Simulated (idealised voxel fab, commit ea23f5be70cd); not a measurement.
The process module that follows is named voxel ribs on slabs.
Xsec cut, 300 nm wide, square cell size 5 nm.
Cross-section, as written here: a square-cell grid given band by band from the top down, where a band holds one or more rows of cells.
Each band's line starts with the height of the band's top and of its bottom, in nm. Then come its materials from left to right, each with its width in nm. One material with "throughout" fills the band from edge to edge. "blank" is empty space.
Heights from 0 (as-received wafer is one material below). Bottom band endless downward, as "0 down".
Think of "30 to 40" as a width that walks from the first number to the second as you go down the band, top row to bottom row, taking equal-sized steps from row to row.
It should be understood that the words "no alteration", when stated for a given step, signify that the cross-section underwent no change in any of its cells during that step.
The label "Sealed internal cavities" introduces a list of the empty spaces, 8 cells or larger, that have no open way up to the top; each entry in it reads width x height at distance, where the distance is taken from the left edge and all three are stated in nm.
It should be noted that, on the line of a given step, the content following the step's settings is a remark produced by the simulator itself with respect to that step.
If you see "overlay nm" on a step's line and that step has a mask, it's telling you how far right of where it was planned the mask ended up; a negative number means it went left instead.

List of planned process steps
| 1 | RECEIVE [material Si] |
| 2 | DIRECTIONAL_DEP [material SiO2] [thk nm 25] |
| 3 | DIRECTIONAL_DEP [material polySi] [thk nm 20] |
| 4 | PATTERN [tone cover] [mask id RIB] [material resist] [width nm 30] [thk nm 15] [overlay nm 0] |
| 5 | DIRECTIONAL_ETCH [etch materials polySi] [depth nm 15] |
| 6 | STRIP [etch materials resist] |
| 7 | PATTERN [tone cover] [mask id SLAB] [material resist] [width nm 90] [thk nm 20] [overlay nm 0] |
| 8 | DIRECTIONAL_ETCH [etch materials polySi] [depth nm 5] |
| 9 | STRIP [etch materials resist] |
| 10 | FILL_DEP [material SiO2] [thk nm 20] |
| 11 | CMP [height nm 60] |
| 12 | DIRECTIONAL_DEP [material W] [thk nm 5] |
| 13 | PATTERN [tone cover] [mask id HEATER] [material resist] [width nm 40] [thk nm 20] [overlay nm 0] |
| 14 | DIRECTIONAL_ETCH [etch materials W] [depth nm 5] |
| 15 | STRIP [etch materials resist] |
| 16 | CONFORMAL_DEP [material SiN] [thk nm 5] |

Cross-section of the incoming wafer, state after step 1
- 0 down = Si throughout
- Sealed internal cavities: none

Wafer cross-section at end of module: start and plan as shown above, one execution error
- 70 to 65 = 125 of blank, 50 of SiN, 125 of blank
- 65 to 60 = 130 of SiN, 40 of W, 130 of SiN
- 60 to 40 = SiO2 throughout
- 40 to 30 = 135 of SiO2, 30 of polySi, 135 of SiO2
- 30 to 25 = 105 of polySi, 30 of SiO2, 30 of polySi, 30 of SiO2, 105 of polySi
- 25 to 0 = SiO2 throughout
- 0 down = Si throughout
- Sealed internal cavities: none
What broke from the plan during processing? step 7 ran differently from the plan; actual operation with settings: PATTERN [tone open] [mask id SLAB] [material resist] [width nm 90] [thk nm 20] [overlay nm 0]
